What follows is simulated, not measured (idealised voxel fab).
process module | voxel self aligned contacts
cross-section cut | 190 nm wide | cells 5 nm
A cross-section is a grid of square cells, given in bands from the top down. A band is one or more rows of cells.
Each band's line starts with the height of the band's top and of its bottom, in nm. Then come its materials from left to right, each with its width in nm. One material with "throughout" fills the band from edge to edge. "air" is empty space.
Height 0 is the level under which the wafer as received is all one material. The lowest band goes on downwards, as in "0 down".
A width such as "30 to 40" changes by the same amount from each row of cells to the next, from the band's top row to its bottom row.
"no change" after a step means that no cell of the cross-section changed.
closed voids: empty space of 8 cells or more with no open way to the top, each as width x height at its distance from the left edge, in nm
after a step's settings: what the simulator itself notes on the step
overlay nm, on a step with a mask: how far to the right of its planned place the mask lay; to the left if negative
plan
1 op RECEIVE | material Si
2 op CONFORMAL_DEP | material SiO2 | thk nm 5
3 op DIRECTIONAL_DEP | material polySi | thk nm 20
4 op DIRECTIONAL_DEP | material SiN | thk nm 20
5 op DIRECTIONAL_DEP | material aC | thk nm 15
6 op PATTERN | tone cover | mask id GATE | material resist | width nm 25 | pitch nm 65 | thk nm 35 | overlay nm 0
7 op DIRECTIONAL_ETCH | etch materials aC | depth nm 15
8 op STRIP | etch materials resist
9 op DIRECTIONAL_ETCH | etch materials SiN | depth nm 20
10 op DIRECTIONAL_ETCH | etch materials polySi | depth nm 20
11 op STRIP | etch materials aC
12 op CONFORMAL_DEP | material SiN | thk nm 10
13 op DIRECTIONAL_ETCH | etch materials SiN | depth nm 10
14 op FILL_DEP | material SiO2 | thk nm 20
15 op CMP | height nm 55
16 op PATTERN | tone open | mask id CONTACT | material resist | width nm 50 | pitch nm 65 | thk nm 20 | overlay nm 0
17 op DIRECTIONAL_ETCH | etch materials SiO2 | depth nm 55
18 op STRIP | etch materials resist
19 op CONFORMAL_DEP | material TiN | thk nm 5
20 op FILL_DEP | material Ru | thk nm 5
21 op CMP | height nm 55
22 op CONFORMAL_DEP | material SiCN | thk nm 5
first wafer, as planned
as received, after step 1
  0 down: Si throughout
  closed voids: none
after step 2
  5 to 0: SiO2 throughout
  below 0: unchanged
after step 3
  25 to 5: polySi throughout
  below 5: unchanged
after step 4
  45 to 25: SiN throughout
  below 25: unchanged
after step 5
  60 to 45: aC throughout
  below 45: unchanged
after step 6
  95 to 60: air 15 | resist 25 | air 40 | resist 25 | air 40 | resist 25 | air 20
  below 60: unchanged
after step 7
  80 to 60: air 15 | resist 25 | air 40 | resist 25 | air 40 | resist 25 | air 20
  60 to 45: air 15 | aC 25 | air 40 | aC 25 | air 40 | aC 25 | air 20
  below 45: unchanged
after step 8
  60 to 45: air 15 | aC 25 | air 40 | aC 25 | air 40 | aC 25 | air 20
  below 45: unchanged
after step 9
  60 to 45: air 15 | aC 25 | air 40 | aC 25 | air 40 | aC 25 | air 20
  45 to 25: air 15 | SiN 25 | air 40 | SiN 25 | air 40 | SiN 25 | air 20
  below 25: unchanged
after step 10
  60 to 45: air 15 | aC 25 | air 40 | aC 25 | air 40 | aC 25 | air 20
  45 to 25: air 15 | SiN 25 | air 40 | SiN 25 | air 40 | SiN 25 | air 20
  25 to 5: air 15 | polySi 25 | air 40 | polySi 25 | air 40 | polySi 25 | air 20
  below 5: unchanged
after step 11
  45 to 25: air 15 | SiN 25 | air 40 | SiN 25 | air 40 | SiN 25 | air 20
  below 25: unchanged
after step 12
  55 to 25: air 5 | SiN 45 | air 20 | SiN 45 | air 20 | SiN 45 | air 10
  25 to 15: air 5 | SiN 10 | polySi 25 | SiN 10 | air 20 | SiN 10 | polySi 25 | SiN 10 | air 20 | SiN 10 | polySi 25 | SiN 10 | air 10
  15 to 5: SiN 15 | polySi 25 | SiN 40 | polySi 25 | SiN 40 | polySi 25 | SiN 20
  below 5: unchanged
after step 13
  45 to 25: air 5 | SiN 45 | air 20 | SiN 45 | air 20 | SiN 45 | air 10
  25 to 5: air 5 | SiN 10 | polySi 25 | SiN 10 | air 20 | SiN 10 | polySi 25 | SiN 10 | air 20 | SiN 10 | polySi 25 | SiN 10 | air 10
  below 5: unchanged
after step 14
  65 to 45: SiO2 throughout
  45 to 25: SiO2 5 | SiN 45 | SiO2 20 | SiN 45 | SiO2 20 | SiN 45 | SiO2 10
  25 to 5: SiO2 5 | SiN 10 | polySi 25 | SiN 10 | SiO2 20 | SiN 10 | polySi 25 | SiN 10 | SiO2 20 | SiN 10 | polySi 25 | SiN 10 | SiO2 10
  below 5: unchanged
after step 15
  55 to 45: SiO2 throughout
  below 45: unchanged
after step 16
  75 to 55: resist 35 | air 50 | resist 15 | air 50 | resist 40
  below 55: unchanged
after step 17
  75 to 55: resist 35 | air 50 | resist 15 | air 50 | resist 40
  55 to 45: SiO2 35 | air 50 | SiO2 15 | air 50 | SiO2 40
  45 to 25: SiO2 5 | SiN 45 | air 20 | SiN 45 | air 20 | SiN 45 | SiO2 10
  25 to 5: SiO2 5 | SiN 10 | polySi 25 | SiN 10 | air 20 | SiN 10 | polySi 25 | SiN 10 | air 20 | SiN 10 | polySi 25 | SiN 10 | SiO2 10
  5 to 0: SiO2 50 | air 20 | SiO2 45 | air 20 | SiO2 55
  below 0: unchanged
after step 18
  55 to 45: SiO2 35 | air 50 | SiO2 15 | air 50 | SiO2 40
  below 45: unchanged
after step 19
  60 to 55: TiN 40 | air 40 | TiN 25 | air 40 | TiN 45
  55 to 45: SiO2 35 | TiN 5 to 20 | air 40 to 10 | TiN 5 to 20 | SiO2 15 | TiN 5 to 20 | air 40 to 10 | TiN 5 to 20 | SiO2 40
  45 to 25: SiO2 5 | SiN 45 | TiN 5 | air 10 | TiN 5 | SiN 45 | TiN 5 | air 10 | TiN 5 | SiN 45 | SiO2 10
  25 to 5: SiO2 5 | SiN 10 | polySi 25 | SiN 10 | TiN 5 | air 10 | TiN 5 | SiN 10 | polySi 25 | SiN 10 | TiN 5 | air 10 | TiN 5 | SiN 10 | polySi 25 | SiN 10 | SiO2 10
  5 to 0: SiO2 50 | TiN 20 | SiO2 45 | TiN 20 | SiO2 55
  below 0: unchanged
after step 20
  65 to 60: Ru throughout
  60 to 55: TiN 40 | Ru 40 | TiN 25 | Ru 40 | TiN 45
  55 to 45: SiO2 35 | TiN 5 to 20 | Ru 40 to 10 | TiN 5 to 20 | SiO2 15 | TiN 5 to 20 | Ru 40 to 10 | TiN 5 to 20 | SiO2 40
  45 to 25: SiO2 5 | SiN 45 | TiN 5 | Ru 10 | TiN 5 | SiN 45 | TiN 5 | Ru 10 | TiN 5 | SiN 45 | SiO2 10
  25 to 5: SiO2 5 | SiN 10 | polySi 25 | SiN 10 | TiN 5 | Ru 10 | TiN 5 | SiN 10 | polySi 25 | SiN 10 | TiN 5 | Ru 10 | TiN 5 | SiN 10 | polySi 25 | SiN 10 | SiO2 10
  below 5: unchanged
after step 21
  55 to 45: SiO2 35 | TiN 5 to 20 | Ru 40 to 10 | TiN 5 to 20 | SiO2 15 | TiN 5 to 20 | Ru 40 to 10 | TiN 5 to 20 | SiO2 40
  below 45: unchanged
after step 22
  60 to 55: SiCN throughout
  below 55: unchanged
second wafer: like start, like plan, one mistake. Through step 11 it matches the first wafer
when step 12 should have ended: no change
when step 13 should have ended
  35 to 25: air 15 | SiN 25 | air 40 | SiN 25 | air 40 | SiN 25 | air 20
  below 25: unchanged
when step 14 should have ended
  55 to 35: SiO2 throughout
  35 to 25: SiO2 15 | SiN 25 | SiO2 40 | SiN 25 | SiO2 40 | SiN 25 | SiO2 20
  25 to 5: SiO2 15 | polySi 25 | SiO2 40 | polySi 25 | SiO2 40 | polySi 25 | SiO2 20
  below 5: unchanged
when step 15 should have ended: no change
when step 16 should have ended
  75 to 55: resist 35 | air 50 | resist 15 | air 50 | resist 40
  below 55: unchanged
when step 17 should have ended
  75 to 55: resist 35 | air 50 | resist 15 | air 50 | resist 40
  55 to 35: SiO2 35 | air 50 | SiO2 15 | air 50 | SiO2 40
  35 to 25: SiO2 15 | SiN 25 | air 40 | SiN 25 | air 40 | SiN 25 | SiO2 20
  25 to 5: SiO2 15 | polySi 25 | air 40 | polySi 25 | air 40 | polySi 25 | SiO2 20
  5 to 0: SiO2 40 | air 40 | SiO2 25 | air 40 | SiO2 45
  below 0: unchanged
when step 18 should have ended
  55 to 35: SiO2 35 | air 50 | SiO2 15 | air 50 | SiO2 40
  below 35: unchanged
when step 19 should have ended
  60 to 55: TiN 40 | air 40 | TiN 25 | air 40 | TiN 45
  55 to 40: SiO2 35 | TiN 5 | air 40 | TiN 5 | SiO2 15 | TiN 5 | air 40 | TiN 5 | SiO2 40
  40 to 35: SiO2 35 | TiN 10 | air 30 | TiN 10 | SiO2 15 | TiN 10 | air 30 | TiN 10 | SiO2 40
  35 to 25: SiO2 15 | SiN 25 | TiN 5 | air 30 | TiN 5 | SiN 25 | TiN 5 | air 30 | TiN 5 | SiN 25 | SiO2 20
  25 to 5: SiO2 15 | polySi 25 | TiN 5 | air 30 | TiN 5 | polySi 25 | TiN 5 | air 30 | TiN 5 | polySi 25 | SiO2 20
  5 to 0: SiO2 40 | TiN 40 | SiO2 25 | TiN 40 | SiO2 45
  below 0: unchanged
when step 20 should have ended
  65 to 60: Ru throughout
  60 to 55: TiN 40 | Ru 40 | TiN 25 | Ru 40 | TiN 45
  55 to 40: SiO2 35 | TiN 5 | Ru 40 | TiN 5 | SiO2 15 | TiN 5 | Ru 40 | TiN 5 | SiO2 40
  40 to 35: SiO2 35 | TiN 10 | Ru 30 | TiN 10 | SiO2 15 | TiN 10 | Ru 30 | TiN 10 | SiO2 40
  35 to 25: SiO2 15 | SiN 25 | TiN 5 | Ru 30 | TiN 5 | SiN 25 | TiN 5 | Ru 30 | TiN 5 | SiN 25 | SiO2 20
  25 to 5: SiO2 15 | polySi 25 | TiN 5 | Ru 30 | TiN 5 | polySi 25 | TiN 5 | Ru 30 | TiN 5 | polySi 25 | SiO2 20
  below 5: unchanged
when step 21 should have ended
  55 to 40: SiO2 35 | TiN 5 | Ru 40 | TiN 5 | SiO2 15 | TiN 5 | Ru 40 | TiN 5 | SiO2 40
  below 40: unchanged
when step 22 should have ended
  60 to 55: SiCN throughout
  below 55: unchanged
what went wrong: step 12 was left out
at the end the second wafer has, in cells: 80 more of Ru | 126 fewer of SiN | 46 more of SiO2
